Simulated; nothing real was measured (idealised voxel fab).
The document below concerns the process module designated voxel air gaps.
We display cut, a cross-section 180 nm in width whose square cells are each 5 nm.
Cross-sections here: square-cell grids, written as top-down lists of bands, a band being one or more rows of cells.
Basically the band line says how high the top is and how high the bottom is, in nm, and then what's in it from left to right, every material with its width in nm. Empty space shows up as "blank", and if a single material carries "full width" it runs the full band edge to edge.
The reference from which all heights are counted is 0, the level beneath which the as-received wafer is entirely one material; the lowest band, having no lower bound, proceeds downward and is written after the example "top 0, no bottom".
The notation "30..40" denotes a width that varies across the rows of cells in the band, beginning at the first number in the top row, finishing at the second number in the bottom row, and changing by an identical amount from each row to the next.
"no change occurred" -> step changed no cross-section cell.
"Entrapped void list" - sealed voids, min. 8 cells, no opening to top; format: width x height at distance (distance from left edge; nm throughout).
Whatever follows a step's settings on its line is a remark the simulator itself makes about that step.
For masked steps, "overlay nm" on the step line gives how far right of plan the mask actually lay; a minus sign means it lay to the left.

Set out below are the planned steps of the process
1) RECEIVE, material Si
2) CONFORMAL_DEP, material SiO2, thk nm 15
3) CONFORMAL_DEP, material SiN, thk nm 5
4) DIRECTIONAL_DEP, material SiO2, thk nm 40
5) PATTERN, tone open, mask id LINES, material resist, width nm 15, pitch nm 45, thk nm 20, overlay nm 0
6) DIRECTIONAL_ETCH, etch materials SiO2, depth nm 40
7) STRIP, etch materials resist
8) CONFORMAL_DEP, material TiN, thk nm 5
9) FILL_DEP, material W, thk nm 5
10) CMP, height nm 60
11) EPI, material Ru, thk nm 10
12) SELECTIVE_ETCH, etch materials SiO2, depth nm 50
13) CONFORMAL_DEP, material SiCN, thk nm 5

This is the cross-section of the wafer as we received it, i.e. after step 1
> top 0, no bottom | Si full width
> Entrapped void list: none

End-of-module XS, first of two wafers, run as planned
> top 75, bottom 70 | blank=20 / SiCN=135 / blank=25
> top 70, bottom 60 | blank=20 / SiCN=5 / Ru=35 / SiCN=10 / Ru=35 / SiCN=10 / Ru=35 / SiCN=5 / blank=25
> top 60, bottom 55 | blank=20 / SiCN=15 / TiN=5 / W=5 / TiN=5 / SiCN=30 / TiN=5 / W=5 / TiN=5 / SiCN=30 / TiN=5 / W=5 / TiN=5 / SiCN=15 / blank=25
> top 55, bottom 25 | blank=30 / SiCN=5 / TiN=5 / W=5 / TiN=5 / SiCN=5 / blank=20 / SiCN=5 / TiN=5 / W=5 / TiN=5 / SiCN=5 / blank=20 / SiCN=5 / TiN=5 / W=5 / TiN=5 / SiCN=5 / blank=35
> top 25, bottom 20 | SiCN=35 / TiN=15 / SiCN=30 / TiN=15 / SiCN=30 / TiN=15 / SiCN=40
> top 20, bottom 15 | SiN full width
> top 15, bottom 0 | SiO2 full width
> top 0, no bottom | Si full width
> Entrapped void list: 20 x 30 at 55; 20 x 30 at 100

Same start, same plan as the first wafer - but one mistake in the run. Cross-section of the second of the two at the end of the module
> top 75, bottom 70 | SiCN full width
> top 70, bottom 60 | Ru full width
> top 60, bottom 55 | TiN=40 / W=5 / TiN=40 / W=5 / TiN=40 / W=5 / TiN=45
> top 55, bottom 20 | SiO2=35 / TiN=5 / W=5 / TiN=5 / SiO2=30 / TiN=5 / W=5 / TiN=5 / SiO2=30 / TiN=5 / W=5 / TiN=5 / SiO2=40
> top 20, bottom 15 | SiO2=35 / TiN=15 / SiO2=30 / TiN=15 / SiO2=30 / TiN=15 / SiO2=40
> top 15, bottom 10 | SiN full width
> top 10, bottom 0 | SiO2 full width
> top 0, no bottom | Si full width
> Entrapped void list: none
Which mistake was made when the wafer was run? step 2 was processed under conditions differing from the plan, specifically as CONFORMAL_DEP, material SiO2, thk nm 10
The final cell counts differ between the wafers, with the second having more or fewer of some materials than the first: 30 more of Ru | 84 fewer of SiCN | 180 more of SiO2 | 33 more of TiN | 3 more of W
Final count of closed voids per wafer: 2 in the first, 0 in the second.
